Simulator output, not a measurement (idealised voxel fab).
The process module presented herein is designated voxel self aligned vias.
Each square cell in cross-section cut measures 5 nm, and the section as a whole is 295 nm wide.
Heads up, the way a cross-section reads in here is a grid of square cells, handed over as bands from the top down, with every band being one or more rows of cells.
Look at the band entry: it leads with the top's height and the bottom's height in nm. Then it lists the materials left to right, with a width in nm for each. The word "edge to edge" on a single material says that material fills the band edge to edge. The word "air" is empty space.
Basically, 0 is our baseline, since under it the wafer straight out of the box is all one material. The bottom band has no lower end and keeps on going down, so it looks like "top 0, no bottom".
Note: "30..40" means the width goes from the first number (top row of the band) to the second number (bottom row) in equal steps per row of cells.
For the purposes of this document, the phrase "no alteration" attached to a step denotes that no cell within the cross-section was modified by that step.
If an empty space has no open way to the top and is at least 8 cells in size, "Closed internal cavities" lists it, written width x height at distance, where distance is measured from the left edge and every value is in nm.
Anything after a step's settings on that line? It's the simulator's own note about the step.
overlay nm: for a step with a mask, the amount by which the mask lay right of where it was planned; a negative amount means left of it.

# Planned step list for the process
| 1 | RECEIVE with material Si |
| 2 | CONFORMAL_DEP with material SiO2, thk nm 15 |
| 3 | CONFORMAL_DEP with material SiCN, thk nm 5 |
| 4 | DIRECTIONAL_DEP with material lowk, thk nm 25 |
| 5 | MASKED_ETCH with tone open, mask id LINES, width nm 20, pitch nm 70, etch materials lowk, depth nm 25, overlay nm 0 |
| 6 | CONFORMAL_DEP with material TiN, thk nm 5 |
| 7 | FILL_DEP with material W, thk nm 10 |
| 8 | CMP with height nm 45 |
| 9 | SELECTIVE_ETCH with etch materials W Ru TiN, depth nm 10 |
| 10 | FILL_DEP with material SiN, thk nm 5 |
| 11 | CMP with height nm 45 |
| 12 | DIRECTIONAL_DEP with material lowk, thk nm 20 |
| 13 | DIRECTIONAL_DEP with material aC, thk nm 15 |
| 14 | PATTERN with tone open, mask id VIAS, material resist, width nm 40, pitch nm 70, thk nm 35, overlay nm 0 |
| 15 | DIRECTIONAL_ETCH with etch materials aC, depth nm 15 |
| 16 | STRIP with etch materials resist |
| 17 | DIRECTIONAL_ETCH with etch materials lowk, depth nm 20 |
| 18 | DIRECTIONAL_ETCH with etch materials SiN, depth nm 10 |
| 19 | STRIP with etch materials aC |
| 20 | CONFORMAL_DEP with material TiN, thk nm 5 |
| 21 | FILL_DEP with material Cu, thk nm 10 |
| 22 | CMP with height nm 65 |
| 23 | CONFORMAL_DEP with material SiCN, thk nm 5 |

# Incoming wafer, cross-sectional view, post step 1
top 0, no bottom  Si edge to edge
Closed internal cavities: none

# Same starting wafer, same plan as above, one mistake in the execution; this is the cross-section at the end of the module
top 70, bottom 65  SiCN edge to edge
top 65, bottom 50  55 of lowk / 5 of TiN / 30 of Cu / 5 of TiN / 30 of lowk / 5 of TiN / 30 of Cu / 5 of TiN / 30 of lowk / 5 of TiN / 30 of Cu / 5 of TiN / 60 of lowk
top 50, bottom 40  55..70 of lowk / 20..5 of TiN / 5 of Cu / 15..5 of TiN / 30..55 of lowk / 20..5 of TiN / 5 of Cu / 15..5 of TiN / 30..55 of lowk / 20..5 of TiN / 5 of Cu / 15..5 of TiN / 60..70 of lowk
top 40, bottom 35  70 of lowk / 15 of TiN / 55 of lowk / 15 of TiN / 55 of lowk / 15 of TiN / 70 of lowk
top 35, bottom 25  70 of lowk / 5 of TiN / 5 of W / 5 of TiN / 55 of lowk / 5 of TiN / 5 of W / 5 of TiN / 55 of lowk / 5 of TiN / 5 of W / 5 of TiN / 70 of lowk
top 25, bottom 20  70 of lowk / 15 of TiN / 55 of lowk / 15 of TiN / 55 of lowk / 15 of TiN / 70 of lowk
top 20, bottom 15  SiCN edge to edge
top 15, bottom 0  SiO2 edge to edge
top 0, no bottom  Si edge to edge
Closed internal cavities: none
Run error: step 5 off recipe, ran as MASKED_ETCH with tone open, mask id LINES, width nm 15, pitch nm 70, etch materials lowk, depth nm 25, overlay nm 0
